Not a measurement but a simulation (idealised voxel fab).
process module | voxel transistor to metal
cross-section cut | 210 nm wide | cells 5 nm
When this document writes out a cross-section, it uses a grid of square cells and lists it as bands, beginning at the top and moving down, with a band standing for one or more rows of cells.
Heads up on the band format: heights come first, top then bottom, in nm. After that it's the materials left to right, each with its width in nm. A single material flagged "all across" fills the whole band edge to edge, and "blank" means there's empty space there.
All heights in this document are referenced to 0, defined as the level beneath which the wafer, as received, consists entirely of one material. The lowest band is not bounded below; it extends indefinitely downward and is written in the form "top 0, no bottom".
The notation "30->40" denotes a width that varies across the rows of cells in the band, beginning at the first number in the top row, finishing at the second number in the bottom row, and changing by an identical amount from each row to the next.
Step note "no change occurred" = no cross-section cell changed.
Closed empty spaces (no open way to the top) of 8 cells or more are what "Closed void list" lists, each as width x height at distance from the left edge, nm for all three.
On each step's line, the part that comes after the settings is the simulator's own comment on the step.
overlay nm: how far to the right of its planned place the mask lay on this masked step (negative: to the left).

These are the steps we planned for the process:
1: RECEIVE, material Si
2: CONFORMAL_DEP, material SiO2, thk nm 5
3: CONFORMAL_DEP, material SiN, thk nm 10
4: DIRECTIONAL_DEP, material aC, thk nm 15
5: PATTERN, tone cover, mask id ACTIVE, material resist, width nm 105, thk nm 30, overlay nm 0
6: DIRECTIONAL_ETCH, etch materials aC, depth nm 15
7: STRIP, etch materials resist
8: DIRECTIONAL_ETCH, etch materials SiN, depth nm 10
9: DIRECTIONAL_ETCH, etch materials SiO2, depth nm 5
10: DIRECTIONAL_ETCH, etch materials Si, depth nm 35
11: STRIP, etch materials aC
12: OXIDIZE, depth nm 5
13: FILL_DEP, material SiO2, thk nm 5
14: CMP, height nm 15
15: SELECTIVE_ETCH, etch materials SiO2, depth nm 10
16: STRIP, etch materials SiN
17: SELECTIVE_ETCH, etch materials SiO2, depth nm 5
18: OXIDIZE, depth nm 5
19: DIRECTIONAL_DEP, material polySi, thk nm 30
20: DIRECTIONAL_DEP, material SiCN, thk nm 15
21: PATTERN, tone cover, mask id GATE, material resist, width nm 25, thk nm 20, overlay nm 0
22: DIRECTIONAL_ETCH, etch materials SiCN, depth nm 25
23: DIRECTIONAL_ETCH, etch materials polySi, depth nm 40
24: STRIP, etch materials resist
25: CONFORMAL_DEP, material SiN, thk nm 5
26: DIRECTIONAL_ETCH, etch materials SiN, depth nm 5
27: DIRECTIONAL_ETCH, etch materials SiO2, depth nm 5
28: EPI, material pSi, thk nm 5
29: FILL_DEP, material SiO2, thk nm 5
30: CMP, height nm 30
31: STRIP, etch materials polySi
32: SELECTIVE_ETCH, etch materials SiO2, depth nm 5
33: CONFORMAL_DEP, material HfO2, thk nm 5
34: CONFORMAL_DEP, material TiN, thk nm 5
35: FILL_DEP, material W, thk nm 10
36: CMP, height nm 25
37: DIRECTIONAL_DEP, material SiO2, thk nm 15
38: MASKED_ETCH, tone open, mask id CONTACT, width nm 15, pitch nm 70, etch materials SiO2, depth nm 40, overlay nm 0
39: CONFORMAL_DEP, material TiN, thk nm 5
40: FILL_DEP, material W, thk nm 10
41: CMP, height nm 40
42: DIRECTIONAL_DEP, material TiN, thk nm 5
43: DIRECTIONAL_DEP, material Ru, thk nm 20
44: MASKED_ETCH, tone cover, mask id METAL_1, width nm 15, pitch nm 70, etch materials Ru, depth nm 20, overlay nm 0
45: MASKED_ETCH, tone cover, mask id METAL_1, width nm 15, pitch nm 70, etch materials TiN, depth nm 5, overlay nm 0
46: FILL_DEP, material lowk, thk nm 5
47: CMP, height nm 65
48: CONFORMAL_DEP, material SiCN, thk nm 5

Cross-section of the wafer as it came to us, i.e., already through step 1:
    top 0, no bottom | Si all across
    Closed void list: none

Wafer cross-section at end of module: start and plan as shown above, one execution error:
    top 70, bottom 65 | SiCN all across
    top 65, bottom 45 | lowk (60), then Ru (15), then lowk (55), then Ru (15), then lowk (65)
    top 45, bottom 40 | lowk (60), then TiN (15), then lowk (55), then TiN (15), then lowk (65)
    top 40, bottom 30 | SiO2 (60), then TiN (5), then W (5), then TiN (5), then SiO2 (55), then TiN (5), then W (5), then TiN (5), then SiO2 (65)
    top 30, bottom 25 | SiO2 (60), then TiN (15), then SiO2 (55), then TiN (15), then SiO2 (65)
    top 25, bottom 20 | TiN (80), then HfO2 (15), then TiN (5), then W (5), then TiN (5), then HfO2 (15), then TiN (85)
    top 20, bottom 15 | HfO2 (85), then SiN (5), then HfO2 (5), then TiN (5), then W (5), then TiN (5), then HfO2 (5), then SiN (5), then HfO2 (90)
    top 15, bottom 5 | SiO2 (85), then SiN (5), then HfO2 (5), then TiN (5), then W (5), then TiN (5), then HfO2 (5), then SiN (5), then SiO2 (90)
    top 5, bottom 0 | SiO2 (85), then SiN (5), then HfO2 (5), then TiN (15), then HfO2 (5), then SiN (5), then SiO2 (90)
    top 0, bottom -5 | SiO2 (50), then pSi (35), then HfO2 (35), then pSi (35), then SiO2 (55)
    top -5, bottom -40 | SiO2 (55), then Si (95), then SiO2 (60)
    top -40, no bottom | Si all across
    Closed void list: none
Short version of what went wrong: step 30 did not use the planned setting and instead ran as CMP, height nm 20
